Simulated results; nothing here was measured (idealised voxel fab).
Process module name: voxel wiring stack
Xsec cut, 270 nm wide, square cell size 5 nm.
Throughout this document, each cross-section is represented as a grid of square cells and is presented as a sequence of bands enumerated from the top downward, where a band comprises one or more rows of cells.
Heights first: top, then bottom, in nm. Then materials, left to right, each with a width in nm. "throughout" on a single material: fills the band edge to edge. "empty": empty space.
All heights in this document are referenced to 0, defined as the level beneath which the wafer, as received, consists entirely of one material. The lowest band is not bounded below; it extends indefinitely downward and is written in the form "0..down".
So if you see something like "30 to 40" for the width, read it as the top row of the band sitting at the first number and the bottom row at the second, with every row in between moving by the same amount as the last.
"nothing changed", as given for a step, is the statement that not any cell of the cross-section underwent a change during that step.
Closed empty spaces (no open way to the top) of 8 cells or more are what "Fully sealed cavities" lists, each as width x height at distance from the left edge, nm for all three.
Heads up: the bit after the settings on a step's line is the simulator's remark on that step.
Each step line may optionally specify "overlay nm", which for a step with a mask gives the rightward distance between the mask's planned place and where it lay, a negative value indicating the leftward direction.

## Here's what the planned process steps look like
1 op RECEIVE | material Si
2 op CONFORMAL_DEP | material SiO2 | thk nm 15
3 op CONFORMAL_DEP | material SiCN | thk nm 5
4 op DIRECTIONAL_DEP | material SiO2 | thk nm 15
5 op PATTERN | tone open | mask id METAL_1 | material resist | width nm 20 | pitch nm 45 | thk nm 15 | overlay nm 0
6 op DIRECTIONAL_ETCH | etch materials SiO2 | depth nm 15
7 op DIRECTIONAL_ETCH | etch materials SiCN | depth nm 5
8 op STRIP | etch materials resist
9 op CONFORMAL_DEP | material TiN | thk nm 5
10 op FILL_DEP | material Cu | thk nm 10
11 op CMP | height nm 35
12 op CONFORMAL_DEP | material SiCN | thk nm 5
13 op DIRECTIONAL_DEP | material SiO2 | thk nm 35
14 op PATTERN | tone open | mask id METAL_2_HOLES | material resist | width nm 15 | pitch nm 90 | thk nm 15 | overlay nm 0
15 op DIRECTIONAL_ETCH | etch materials SiO2 | depth nm 35
16 op STRIP | etch materials resist
17 op PATTERN | tone open | mask id METAL_2 | material resist | width nm 20 | pitch nm 45 | thk nm 15 | overlay nm 0
18 op DIRECTIONAL_ETCH | etch materials SiO2 | depth nm 20
19 op DIRECTIONAL_ETCH | etch materials SiCN | depth nm 5
20 op STRIP | etch materials resist
21 op CONFORMAL_DEP | material TiN | thk nm 5
22 op FILL_DEP | material Cu | thk nm 5
23 op CMP | height nm 75
24 op CONFORMAL_DEP | material SiCN | thk nm 5
Variable across wafers: step 3 thk nm (plan value is that of the first wafer; starting state common to all).

## The first of several wafers as received, shown in cross-section; this is its state after step 1
0..down  Si throughout
Fully sealed cavities: none

## At the end of the module, after its last step, step 24, the first of several wafers appears in cross-section as follows
80..75  SiCN throughout
75..60  80 of SiO2, then 5 of TiN, then 10 of Cu, then 5 of TiN, then 25 of SiO2, then 5 of TiN, then 10 of Cu, then 5 of TiN, then 25 of SiO2, then 5 of TiN, then 10 of Cu, then 5 of TiN, then 80 of SiO2
60..55  80 of SiO2, then 5 of TiN, then 5 of Cu, then 10 of TiN, then 25 of SiO2, then 20 of TiN, then 25 of SiO2, then 5 of TiN, then 5 of Cu, then 10 of TiN, then 80 of SiO2
55..40  80 of SiO2, then 5 of TiN, then 5 of Cu, then 5 of TiN, then 75 of SiO2, then 5 of TiN, then 5 of Cu, then 5 of TiN, then 85 of SiO2
40..35  80 of SiCN, then 15 of TiN, then 75 of SiCN, then 15 of TiN, then 85 of SiCN
35..20  80 of SiO2, then 5 of TiN, then 10 of Cu, then 5 of TiN, then 25 of SiO2, then 5 of TiN, then 10 of Cu, then 5 of TiN, then 25 of SiO2, then 5 of TiN, then 10 of Cu, then 5 of TiN, then 80 of SiO2
20..15  80 of SiCN, then 20 of TiN, then 25 of SiCN, then 20 of TiN, then 25 of SiCN, then 20 of TiN, then 80 of SiCN
15..0  SiO2 throughout
0..down  Si throughout
Fully sealed cavities: none

## So this is the cross-section on the last wafer at the end of the module
80..75  SiCN throughout
75..60  80 of SiO2, then 5 of TiN, then 10 of Cu, then 5 of TiN, then 25 of SiO2, then 5 of TiN, then 10 of Cu, then 5 of TiN, then 25 of SiO2, then 5 of TiN, then 10 of Cu, then 5 of TiN, then 80 of SiO2
60..55  80 of SiO2, then 5 of TiN, then 5 of Cu, then 10 of TiN, then 25 of SiO2, then 20 of TiN, then 25 of SiO2, then 5 of TiN, then 5 of Cu, then 10 of TiN, then 80 of SiO2
55..40  80 of SiO2, then 5 of TiN, then 5 of Cu, then 5 of TiN, then 75 of SiO2, then 5 of TiN, then 5 of Cu, then 5 of TiN, then 85 of SiO2
40..35  80 of SiCN, then 15 of TiN, then 75 of SiCN, then 15 of TiN, then 85 of SiCN
35..30  80 of SiCN, then 20 of TiN, then 25 of SiCN, then 20 of TiN, then 25 of SiCN, then 20 of TiN, then 80 of SiCN
30..15  SiCN throughout
15..0  SiO2 throughout
0..down  Si throughout
Fully sealed cavities: none

## Take any row and you have a wafer at the end of the module: how many cells of each material it has gained (+) or lost (-) since it was received, and then its closed voids
thk nm 5 | +44 Cu | +144 SiCN | +600 SiO2 | +76 TiN | Fully sealed cavities: none
thk nm 10 | +38 Cu | +198 SiCN | +558 SiO2 | +70 TiN | Fully sealed cavities: none
thk nm 15 | +32 Cu | +252 SiCN | +516 SiO2 | +64 TiN | Fully sealed cavities: none
thk nm 20 | +26 Cu | +306 SiCN | +474 SiO2 | +58 TiN | Fully sealed cavities: none
